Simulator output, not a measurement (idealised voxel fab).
process module | voxel transistor to metal
Pictured: cross-section cut, 290 nm wide, on a grid of 5 nm square cells.
Cross-section spec: square-cell grid; bands listed top down; each band is one or more rows.
For a band, the entry starts with two heights in nm, that of the top and then that of the bottom, and carries on with the band's materials in order from left to right, each alongside its width in nm; the word "all across" beside a single material means it fills the band edge to edge, and "air" means empty space.
Height datum 0, below which the as-received substrate wafer is one material. Lowest band open at the bottom, running downward: "from 0 down".
A width such as "30 to 40" changes by the same amount from each row of cells to the next, from the band's top row to its bottom row.
"identical to before" -> step changed no cross-section cell.
In "Closed voids list" the enclosed voids are listed, meaning empty spaces of 8 cells or larger without any opening to the top. The form is width x height at distance, distance from the left edge, units nm.
On a step's line, text after the settings is the simulator commenting on that step.
overlay nm: step with mask; distance mask lay right of planned place; negative value = left of planned place.
Set out below are the planned steps of the process
- 1: RECEIVE: material Si
- 2: OXIDIZE: depth nm 5
- 3: CONFORMAL_DEP: material SiN, thk nm 15
- 4: DIRECTIONAL_DEP: material aC, thk nm 15
- 5: PATTERN: tone cover, mask id ACTIVE, material resist, width nm 105, pitch nm 125, thk nm 30, overlay nm 0
- 6: DIRECTIONAL_ETCH: etch materials aC, depth nm 15
- 7: STRIP: etch materials resist
- 8: DIRECTIONAL_ETCH: etch materials SiN, depth nm 15
- 9: DIRECTIONAL_ETCH: etch materials SiO2, depth nm 5
- 10: DIRECTIONAL_ETCH: etch materials Si, depth nm 25
- 11: STRIP: etch materials aC
- 12: OXIDIZE: depth nm 5
- 13: FILL_DEP: material SiO2, thk nm 10
- 14: CMP: height nm 15
- 15: SELECTIVE_ETCH: etch materials SiO2, depth nm 15
- 16: STRIP: etch materials SiN
- 17: SELECTIVE_ETCH: etch materials SiO2, depth nm 5
- 18: OXIDIZE: depth nm 5
- 19: DIRECTIONAL_DEP: material polySi, thk nm 20
- 20: DIRECTIONAL_DEP: material SiCN, thk nm 10
- 21: MASKED_ETCH: tone cover, mask id GATE, width nm 25, pitch nm 125, etch materials SiCN, depth nm 20, overlay nm 0
- 22: MASKED_ETCH: tone cover, mask id GATE, width nm 25, pitch nm 125, etch materials polySi, depth nm 30, overlay nm 0
- 23: CONFORMAL_DEP: material SiO2, thk nm 5
- 24: DIRECTIONAL_ETCH: etch materials SiO2, depth nm 5
- 25: CONFORMAL_DEP: material SiN, thk nm 10
- 26: DIRECTIONAL_ETCH: etch materials SiN, depth nm 10
- 27: DIRECTIONAL_ETCH: etch materials SiO2, depth nm 5
- 28: DIRECTIONAL_ETCH: etch materials Si, depth nm 15
- 29: EPI: material nSi, thk nm 20
- 30: FILL_DEP: material SiO2, thk nm 10
- 31: CMP: height nm 25
- 32: DIRECTIONAL_DEP: material SiO2, thk nm 15
- 33: MASKED_ETCH: tone open, mask id CONTACT, width nm 20, etch materials SiO2, depth nm 30, overlay nm 0
- 34: CONFORMAL_DEP: material TiN, thk nm 5
- 35: FILL_DEP: material Ru, thk nm 5
- 36: CMP: height nm 40
- 37: CONFORMAL_DEP: material SiCN, thk nm 5
- 38: DIRECTIONAL_DEP: material SiO2, thk nm 25
- 39: DIRECTIONAL_DEP: material aC, thk nm 10
- 40: PATTERN: tone open, mask id METAL_1, material resist, width nm 20, thk nm 30, overlay nm 0
- 41: DIRECTIONAL_ETCH: etch materials aC, depth nm 10
- 42: STRIP: etch materials resist
- 43: DIRECTIONAL_ETCH: etch materials SiO2, depth nm 25
- 44: DIRECTIONAL_ETCH: etch materials SiCN, depth nm 5
- 45: STRIP: etch materials aC
- 46: CONFORMAL_DEP: material TiN, thk nm 5
- 47: FILL_DEP: material Cu, thk nm 10
- 48: CMP: height nm 70
- 49: CONFORMAL_DEP: material SiCN, thk nm 5
- 50: DIRECTIONAL_DEP: material SiO2, thk nm 25
- 51: PATTERN: tone open, mask id METAL_2, material resist, width nm 20, pitch nm 125, thk nm 20, overlay nm 0
- 52: DIRECTIONAL_ETCH: etch materials SiO2, depth nm 15
- 53: STRIP: etch materials resist
- 54: DIRECTIONAL_DEP: material aC, thk nm 15
- 55: PATTERN: tone open, mask id METAL_2_HOLES, material resist, width nm 15, pitch nm 125, thk nm 30, overlay nm 0
- 56: DIRECTIONAL_ETCH: etch materials aC, depth nm 15
- 57: STRIP: etch materials resist
- 58: DIRECTIONAL_ETCH: etch materials SiO2, depth nm 10
- 59: DIRECTIONAL_ETCH: etch materials SiCN, depth nm 5
- 60: STRIP: etch materials aC
- 61: CONFORMAL_DEP: material TiN, thk nm 5
- 62: FILL_DEP: material Ru, thk nm 10
- 63: CMP: height nm 100
- 64: CONFORMAL_DEP: material SiCN, thk nm 5
Wafer at receipt (post step 1), cross-section
from 0 down  Si all across
Closed voids list: none
Final wafer profile in cross-section after the module, from the same start and plan as above, with one mistake made during processing
from 105 to 100  SiCN all across
from 100 to 90  35 of SiO2 | 5 of TiN | 10 of Ru | 5 of TiN | 105 of SiO2 | 5 of TiN | 10 of Ru | 5 of TiN | 110 of SiO2
from 90 to 85  35 of SiO2 | 5 of TiN | 5 of Ru | 10 of TiN | 105 of SiO2 | 5 of TiN | 5 of Ru | 10 of TiN | 110 of SiO2
from 85 to 75  35 of SiO2 | 5 of TiN | 5 of Ru | 5 of TiN | 110 of SiO2 | 5 of TiN | 5 of Ru | 5 of TiN | 115 of SiO2
from 75 to 70  35 of SiCN | 15 of TiN | 110 of SiCN | 15 of TiN | 115 of SiCN
from 70 to 45  35 of SiO2 | 5 of TiN | 10 of Cu | 5 of TiN | 55 of SiO2 | 5 of TiN | 10 of Cu | 5 of TiN | 30 of SiO2 | 5 of TiN | 10 of Cu | 5 of TiN | 55 of SiO2 | 5 of TiN | 10 of Cu | 5 of TiN | 35 of SiO2
from 45 to 40  35 of SiCN | 20 of TiN | 55 of SiCN | 20 of TiN | 30 of SiCN | 20 of TiN | 55 of SiCN | 20 of TiN | 35 of SiCN
from 40 to 25  35 of SiO2 | 5 of TiN | 10 of Ru | 5 of TiN | 55 of SiO2 | 5 of TiN | 10 of Ru | 5 of TiN | 30 of SiO2 | 5 of TiN | 10 of Ru | 5 of TiN | 55 of SiO2 | 5 of TiN | 10 of Ru | 5 of TiN | 35 of SiO2
from 25 to 15  35 of SiO2 | 5 of TiN | 10 of Ru | 5 of TiN | 10 of SiN | 5 of SiO2 | 25 of polySi | 5 of SiO2 | 10 of SiN | 5 of TiN | 10 of Ru | 5 of TiN | 30 of SiO2 | 5 of TiN | 10 of Ru | 5 of TiN | 10 of SiN | 5 of SiO2 | 25 of polySi | 5 of SiO2 | 10 of SiN | 5 of TiN | 10 of Ru | 5 of TiN | 35 of SiO2
from 15 to 10  35 of SiO2 | 20 of TiN | 10 of SiN | 5 of SiO2 | 25 of polySi | 5 of SiO2 | 10 of SiN | 20 of TiN | 30 of SiO2 | 20 of TiN | 10 of SiN | 5 of SiO2 | 25 of polySi | 5 of SiO2 | 10 of SiN | 20 of TiN | 35 of SiO2
from 10 to -5  35 of SiO2 | 20 of nSi | 10 of SiN | 5 of SiO2 | 25 of polySi | 5 of SiO2 | 10 of SiN | 20 of nSi | 30 of SiO2 | 20 of nSi | 10 of SiN | 5 of SiO2 | 25 of polySi | 5 of SiO2 | 10 of SiN | 20 of nSi | 35 of SiO2
from -5 to -10  30 of SiO2 | 25 of nSi | 55 of SiO2 | 25 of nSi | 20 of SiO2 | 25 of nSi | 55 of SiO2 | 25 of nSi | 30 of SiO2
from -10 to -25  35 of SiO2 | 20 of nSi | 55 of Si | 20 of nSi | 30 of SiO2 | 20 of nSi | 55 of Si | 20 of nSi | 35 of SiO2
from -25 to -35  35 of SiO2 | 95 of Si | 30 of SiO2 | 95 of Si | 35 of SiO2
from -35 down  Si all across
Closed voids list: none
Heads up, the wafer didn't run the way we planned it: heads up, step 19 didn't go per plan, it actually ran as DIRECTIONAL_DEP: material polySi, thk nm 30
